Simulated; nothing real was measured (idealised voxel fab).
process module | voxel capacitor over wiring
cross-section cut | 165 nm wide | cells 5 nm
A cross-section is a grid of square cells, given in bands from the top down. A band is one or more rows of cells.
Each band's line starts with the height of the band's top and of its bottom, in nm. Then come its materials from left to right, each with its width in nm. One material with "throughout" fills the band from edge to edge. "air" is empty space.
Height 0 is the level under which the wafer as received is all one material. The lowest band goes on downwards, as in "0 down".
A width such as "30 to 40" changes by the same amount from each row of cells to the next, from the band's top row to its bottom row.
"no change" after a step means that no cell of the cross-section changed.
closed voids: empty space of 8 cells or more with no open way to the top, each as width x height at its distance from the left edge, in nm
after a step's settings: what the simulator itself notes on the step
overlay nm, on a step with a mask: how far to the right of its planned place the mask lay; to the left if negative
plan
1 op RECEIVE | material Si
2 op CONFORMAL_DEP | material SiO2 | thk nm 15
3 op CONFORMAL_DEP | material SiCN | thk nm 5
4 op DIRECTIONAL_DEP | material SiO2 | thk nm 25
5 op PATTERN | tone open | mask id METAL_1 | material resist | width nm 30 | pitch nm 95 | thk nm 15 | overlay nm 0
6 op DIRECTIONAL_ETCH | etch materials SiO2 | depth nm 25
7 op DIRECTIONAL_ETCH | etch materials SiCN | depth nm 5
8 op STRIP | etch materials resist
9 op CONFORMAL_DEP | material TiN | thk nm 5
10 op FILL_DEP | material Ru | thk nm 5
11 op CMP | height nm 45
12 op EPI | material Ru | thk nm 5
13 op FILL_DEP | material SiCN | thk nm 5
14 op DIRECTIONAL_DEP | material SiO2 | thk nm 20
15 op DIRECTIONAL_DEP | material aC | thk nm 10
16 op PATTERN | tone open | mask id PLUG_1 | material resist | width nm 15 | thk nm 25 | overlay nm 0
17 op DIRECTIONAL_ETCH | etch materials aC | depth nm 10
18 op STRIP | etch materials resist
19 op DIRECTIONAL_ETCH | etch materials SiO2 | depth nm 20
20 op DIRECTIONAL_ETCH | etch materials SiCN | depth nm 5
21 op STRIP | etch materials aC
22 op CONFORMAL_DEP | material TiN | thk nm 5
23 op FILL_DEP | material W | thk nm 5
24 op CMP | height nm 75
25 op DIRECTIONAL_DEP | material TiN | thk nm 5
26 op DIRECTIONAL_DEP | material SiN | thk nm 5
27 op DIRECTIONAL_DEP | material TiN | thk nm 10
28 op MASKED_ETCH | tone cover | mask id UPPER_PLATE | width nm 70 | etch materials TiN | depth nm 10 | overlay nm 0
29 op MASKED_ETCH | tone cover | mask id UPPER_PLATE | width nm 70 | etch materials SiN | depth nm 5 | overlay nm 0
30 op PATTERN | tone cover | mask id LOWER_PLATE | material resist | width nm 80 | thk nm 15 | overlay nm 0
31 op DIRECTIONAL_ETCH | etch materials TiN | depth nm 5
32 op STRIP | etch materials resist
33 op FILL_DEP | material SiO2 | thk nm 15
34 op CMP | height nm 105
35 op PATTERN | tone open | mask id PLUG_2 | material resist | width nm 15 | thk nm 20 | overlay nm 0
36 op DIRECTIONAL_ETCH | etch materials SiO2 | depth nm 10
37 op STRIP | etch materials resist
38 op CONFORMAL_DEP | material TiN | thk nm 5
39 op FILL_DEP | material Cu | thk nm 5
40 op CMP | height nm 105
41 op CONFORMAL_DEP | material SiCN | thk nm 5
as received, after step 1
  0 down: Si throughout
  closed voids: none
first wafer at the end, as planned
  110 to 105: SiCN throughout
  105 to 100: SiO2 45 | TiN 5 | Cu 5 | TiN 5 | SiO2 105
  100 to 95: SiO2 45 | TiN 15 | SiO2 105
  95 to 85: SiO2 35 | TiN 70 | SiO2 60
  85 to 80: SiO2 35 | SiN 70 | SiO2 60
  80 to 75: SiO2 30 | TiN 80 | SiO2 55
  75 to 55: SiO2 35 | TiN 5 | W 5 | TiN 5 | SiO2 115
  55 to 50: SiCN 35 | TiN 15 | SiCN 115
  50 to 45: SiCN 15 | Ru 40 | SiCN 55 | Ru 40 | SiCN 15
  45 to 20: SiO2 20 | TiN 5 | Ru 20 | TiN 5 | SiO2 65 | TiN 5 | Ru 20 | TiN 5 | SiO2 20
  20 to 15: SiCN 20 | TiN 30 | SiCN 65 | TiN 30 | SiCN 20
  15 to 0: SiO2 throughout
  0 down: Si throughout
  closed voids: none
second wafer at the end: like start, like plan, one mistake
  110 to 105: SiCN throughout
  105 to 100: SiO2 45 | TiN 5 | Cu 5 | TiN 5 | SiO2 105
  100 to 95: SiO2 45 | TiN 15 | SiO2 105
  95 to 85: SiO2 35 | TiN 70 | SiO2 60
  85 to 80: SiO2 35 | SiN 70 | SiO2 60
  80 to 75: SiO2 30 | TiN 80 | SiO2 55
  75 to 55: SiO2 35 | TiN 5 | W 5 | TiN 5 | SiO2 115
  55 to 50: SiCN 35 | TiN 15 | SiCN 115
  50 to 45: SiCN 15 | Ru 40 | SiCN 55 | Ru 40 | SiCN 15
  45 to 35: SiO2 20 | TiN 5 | Ru 20 | TiN 5 | SiO2 65 | TiN 5 | Ru 20 | TiN 5 | SiO2 20
  35 to 30: SiCN 20 | TiN 30 | SiCN 65 | TiN 30 | SiCN 20
  30 to 0: SiO2 throughout
  0 down: Si throughout
  closed voids: none
what went wrong: step 2 was run twice
at the end the second wafer has, in cells: 24 fewer of Ru | 36 more of SiO2 | 12 fewer of TiN
